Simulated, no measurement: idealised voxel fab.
Name of the process module below: voxel ribs on slabs
Square cells of 5 nm make up the cross-section cut, whose width is 190 nm.
For the purposes of this document, a cross-section shall be understood as a grid of square cells, specified as bands listed in top-to-bottom order, each band consisting of one or more rows of cells. A band entry consists of two parts. The first gives the height of the band's top and the height of its bottom, in nm. The rest lists the band's materials from left to right, each with its width in nm. A single material labelled with the word "all across" fills the band from edge to edge, and the word "air" marks empty space. Heights are expressed relative to 0, this being the level below which the as-received wafer comprises one material exclusively. The lowest band is unbounded in the downward direction and is denoted as in "0..down". Read "30->40" as a graded width: first number on top, second number at the bottom, same change between each pair of neighbouring rows. Where a step carries "remained the same", the cross-section came out of it unchanged, cell for cell. Any empty space of 8 cells or more lacking an open way to the top shows up in "Unvented voids" as width x height at distance, distance from the left edge, in nm. Past the settings on a step's line: simulator remark, on that step. What "overlay nm" on a step's line means: if the step has a mask, that mask lay this far to the right of its planned place, or, when the value is negative, to the left.

[This section lists the process steps that were planned]
1,RECEIVE | material Si
2,DIRECTIONAL_DEP | material SiO2 | thk nm 25
3,DIRECTIONAL_DEP | material polySi | thk nm 25
4,DIRECTIONAL_DEP | material aC | thk nm 15
5,PATTERN | tone cover | mask id RIB | material resist | width nm 30 | thk nm 35 | overlay nm 0
6,DIRECTIONAL_ETCH | etch materials aC | depth nm 15
7,STRIP | etch materials resist
8,DIRECTIONAL_ETCH | etch materials polySi | depth nm 10
9,STRIP | etch materials aC
10,MASKED_ETCH | tone cover | mask id SLAB | width nm 90 | etch materials polySi | depth nm 15 | overlay nm 0
11,FILL_DEP | material SiO2 | thk nm 20
12,CMP | height nm 65
13,DIRECTIONAL_DEP | material W | thk nm 5
14,PATTERN | tone cover | mask id HEATER | material resist | width nm 40 | thk nm 15 | overlay nm 0
15,DIRECTIONAL_ETCH | etch materials W | depth nm 5
16,STRIP | etch materials resist
17,CONFORMAL_DEP | material SiO2 | thk nm 5

[Cross-sectional view of the wafer in its as-received condition, corresponding to the state after step 1]
- 0..down | Si all across
- Unvented voids: none

[Look at the cross-section after the module: the wafer started out the way shown above and the plan was the one shown above, yet one mistake was made along the way]
- 75..70 | 70 of air, 50 of SiO2, 70 of air
- 70..65 | 75 of SiO2, 40 of W, 75 of SiO2
- 65..50 | 50 of SiO2, 90 of polySi, 50 of SiO2
- 50..0 | SiO2 all across
- 0..down | Si all across
- Unvented voids: none
What went wrong in running the wafer? plan step 2 was twice executed
